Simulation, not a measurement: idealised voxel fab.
process module | voxel released beams
cross-section cut | 160 nm wide | cells 5 nm
A cross-section is a grid of square cells, given in bands from the top down. A band is one or more rows of cells.
Each band's line starts with the height of the band's top and of its bottom, in nm. Then come its materials from left to right, each with its width in nm. One material with "throughout" fills the band from edge to edge. "air" is empty space.
Height 0 is the level under which the wafer as received is all one material. The lowest band goes on downwards, as in "0 down".
A width such as "30 to 40" changes by the same amount from each row of cells to the next, from the band's top row to its bottom row.
"no change" after a step means that no cell of the cross-section changed.
closed voids: empty space of 8 cells or more with no open way to the top, each as width x height at its distance from the left edge, in nm
after a step's settings: what the simulator itself notes on the step
overlay nm, on a step with a mask: how far to the right of its planned place the mask lay; to the left if negative
plan
1 op RECEIVE | material Si
2 op CONFORMAL_DEP | material Al2O3 | thk nm 10
3 op DIRECTIONAL_DEP | material SiO2 | thk nm 20
4 op DIRECTIONAL_DEP | material aC | thk nm 15
5 op PATTERN | tone open | mask id ANCHOR | material resist | width nm 25 | thk nm 30 | overlay nm 0
6 op DIRECTIONAL_ETCH | etch materials aC | depth nm 15
7 op STRIP | etch materials resist
8 op DIRECTIONAL_ETCH | etch materials SiO2 | depth nm 20
9 op STRIP | etch materials aC
10 op CONFORMAL_DEP | material W | thk nm 10
11 op PATTERN | tone cover | mask id BEAM | material resist | width nm 80 | thk nm 20 | overlay nm 0
12 op DIRECTIONAL_ETCH | etch materials W | depth nm 10
13 op STRIP | etch materials resist
14 op STRIP | etch materials SiO2
first wafer, as planned
as received, after step 1
  0 down: Si throughout
  closed voids: none
after step 2
  10 to 0: Al2O3 throughout
  below 0: unchanged
after step 3
  30 to 10: SiO2 throughout
  below 10: unchanged
after step 4
  45 to 30: aC throughout
  below 30: unchanged
after step 5
  75 to 45: resist 40 | air 25 | resist 95
  below 45: unchanged
after step 6
  60 to 45: resist 40 | air 25 | resist 95
  45 to 30: aC 40 | air 25 | aC 95
  below 30: unchanged
after step 7
  45 to 30: aC 40 | air 25 | aC 95
  below 30: unchanged
after step 8
  45 to 30: aC 40 | air 25 | aC 95
  30 to 10: SiO2 40 | air 25 | SiO2 95
  below 10: unchanged
after step 9
  30 to 10: SiO2 40 | air 25 | SiO2 95
  below 10: unchanged
after step 10
  40 to 30: W 50 | air 5 | W 105
  30 to 20: SiO2 40 | W 10 | air 5 | W 10 | SiO2 95
  20 to 10: SiO2 40 | W 25 | SiO2 95
  below 10: unchanged
after step 11
  60 to 40: air 35 | resist 80 | air 45
  40 to 30: W 50 | resist 5 | W 105
  30 to 20: SiO2 40 | W 10 | resist 5 | W 10 | SiO2 95
  below 20: unchanged
after step 12
  60 to 40: air 35 | resist 80 | air 45
  40 to 30: air 35 | W 15 | resist 5 | W 60 | air 45
  below 30: unchanged
after step 13
  40 to 30: air 35 | W 15 | air 5 | W 60 | air 45
  30 to 20: SiO2 40 | W 10 | air 5 | W 10 | SiO2 95
  below 20: unchanged
after step 14
  40 to 30: air 35 | W 15 | air 5 | W 60 | air 45
  30 to 20: air 40 | W 10 | air 5 | W 10 | air 95
  20 to 10: air 40 | W 25 | air 95
  below 10: unchanged
second wafer: like start, like plan, one mistake. Through step 4 it matches the first wafer
when step 5 should have ended
  75 to 45: air 40 | resist 25 | air 95
  below 45: unchanged
when step 6 should have ended
  60 to 45: air 40 | resist 25 | air 95
  45 to 30: air 40 | aC 25 | air 95
  below 30: unchanged
when step 7 should have ended
  45 to 30: air 40 | aC 25 | air 95
  below 30: unchanged
when step 8 should have ended
  45 to 30: air 40 | aC 25 | air 95
  30 to 10: air 40 | SiO2 25 | air 95
  below 10: unchanged
when step 9 should have ended
  30 to 10: air 40 | SiO2 25 | air 95
  below 10: unchanged
when step 10 should have ended
  40 to 30: air 30 | W 45 | air 85
  30 to 20: air 30 | W 10 | SiO2 25 | W 10 | air 85
  20 to 10: W 40 | SiO2 25 | W 95
  below 10: unchanged
when step 11 should have ended
  60 to 40: air 35 | resist 80 | air 45
  40 to 30: air 30 | W 45 | resist 40 | air 45
  30 to 20: air 30 | W 10 | SiO2 25 | W 10 | resist 40 | air 45
  below 20: unchanged
when step 12 should have ended
  60 to 40: air 35 | resist 80 | air 45
  40 to 30: air 35 | W 40 | resist 40 | air 45
  30 to 20: air 30 | W 10 | SiO2 25 | W 10 | resist 40 | air 45
  20 to 10: air 30 | W 10 | SiO2 25 | W 50 | air 45
  below 10: unchanged
when step 13 should have ended
  40 to 30: air 35 | W 40 | air 85
  30 to 20: air 30 | W 10 | SiO2 25 | W 10 | air 85
  below 20: unchanged
when step 14 should have ended: no change
what went wrong: step 5 ran as: op PATTERN | tone cover | mask id ANCHOR | material resist | width nm 25 | thk nm 30 | overlay nm 0
at the end the second wafer has, in cells: 20 more of SiO2
